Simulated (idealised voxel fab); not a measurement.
Proc. module: voxel quadruple lines
Square cell edge 5 nm, section width 140 nm, ID cut.
Reading order for cross-sections: top band down to bottom band. Underlying form: a grid of square cells. Band size: one or more rows of cells. The band entry comprises the height of the band's top followed by the height of its bottom, expressed in nm, and subsequently the band's materials from left to right, each stated together with its width in nm. Where a single material is marked with the word "everywhere", that material fills the band from edge to edge. The word "air" represents empty space. Height 0 is the level under which the wafer as received is all one material. The lowest band goes on downwards, as in "0 and below". Quick explanation for "30..40": the width changes in equal steps down the rows of cells, from the first number in the band's top row to the second number in its bottom row. Given "remained unchanged" for a step, no cell of the cross-section differs between before and after that step. Closed void table: empty space of 8 cells or more with no open way to the top, each as width x height at its distance from the left edge, in nm. On each step's line, the part that comes after the settings is the simulator's own comment on the step. overlay nm: mask right of planned place by this much (step with mask). Neg. = left.

# Process steps (planned)
1 RECEIVE,material Si
2 CONFORMAL_DEP,material SiO2,thk nm 5
3 DIRECTIONAL_DEP,material TiN,thk nm 10
4 DIRECTIONAL_DEP,material polySi,thk nm 15
5 DIRECTIONAL_DEP,material aC,thk nm 20
6 PATTERN,tone cover,mask id MANDREL,material resist,width nm 35,thk nm 25,overlay nm 0
7 DIRECTIONAL_ETCH,etch materials aC,depth nm 20
8 STRIP,etch materials resist
9 CONFORMAL_DEP,material SiO2,thk nm 15
10 DIRECTIONAL_ETCH,etch materials SiO2,depth nm 15
11 STRIP,etch materials aC
12 DIRECTIONAL_ETCH,etch materials polySi,depth nm 15
13 STRIP,etch materials SiO2
14 CONFORMAL_DEP,material SiCN,thk nm 10
15 DIRECTIONAL_ETCH,etch materials SiCN,depth nm 10
16 STRIP,etch materials polySi
17 DIRECTIONAL_ETCH,etch materials TiN,depth nm 10
18 STRIP,etch materials SiCN
19 FILL_DEP,material SiO2,thk nm 10
20 CMP,height nm 15

# Wafer cross-section on receipt, i.e. after step 1
    0 and below = Si everywhere
    Closed void table: none

# Look at the cross-section after the module: the wafer started out the way shown above and the plan was the one shown above, yet one mistake was made along the way
    15 down to 5 = SiO2=40, then TiN=55, then SiO2=45
    5 down to 0 = SiO2 everywhere
    0 and below = Si everywhere
    Closed void table: none
Error vs. plan: step 11 ran differently from the plan; actual operation with settings: STRIP,etch materials SiO2
